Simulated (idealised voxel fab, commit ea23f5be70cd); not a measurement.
Proc. module: voxel local oxidation
FYI the section here is cut, 145 nm wide, cells are 5 nm squares.
Cross-section layout: square cells on a grid; listed as bands, top to bottom; a band spans one or more cell rows.
Top, bottom (nm), then materials left to right with widths (nm); lone material tagged "full width" fills the whole band edge to edge; "blank" = empty space.
We count height from 0. Below that, the starting wafer is all one material. The lowest band never ends at the bottom but goes on down; see "0 down" for how that is written.
The notation "30..40" denotes a width that varies across the rows of cells in the band, beginning at the first number in the top row, finishing at the second number in the bottom row, and changing by an identical amount from each row to the next.
What does "stayed the same" mean for a step? It means no cell of the cross-section changed in that step.
"Non-vented voids" enumerates empty spaces isolated from the top, with no open way to it, that contain at least 8 cells, giving each as width x height at distance from the left edge, all three in nm.
Post-settings text on a step line: simulator's own remark regarding the step.
overlay nm: where the mask lay relative to plan, measured to the right, on steps with a mask; negatives go left.

[Process steps (planned)]
1) RECEIVE [material Si]
2) CONFORMAL_DEP [material SiO2] [thk nm 5]
3) CONFORMAL_DEP [material SiN] [thk nm 10]
4) PATTERN [tone cover] [mask id ACTIVE] [material resist] [width nm 115] [thk nm 20] [overlay nm 0]
5) DIRECTIONAL_ETCH [etch materials SiN] [depth nm 10]
6) STRIP [etch materials resist]
7) SELECTIVE_ETCH [etch materials SiO2] [depth nm 5]
8) OXIDIZE [depth nm 10]
9) STRIP [etch materials SiN]
Quick note for whoever runs this: the wafers start identical, but the thk nm at step 2 isn't the same across them. The plan just shows what the first wafer had.

[As-received cross-section, first of several wafers, post step 1]
> 0 down  Si full width
> Non-vented voids: none

[Per-wafer rows below. For each material: cells gained (+) or lost (-) since the wafer was received, as of end of module. Then: closed voids]
thk nm 5 | -24 Si | +45 SiO2 | Non-vented voids: none
thk nm 10 | +50 SiO2 | Non-vented voids: none
thk nm 15 | +79 SiO2 | Non-vented voids: none
thk nm 20 | +108 SiO2 | Non-vented voids: none
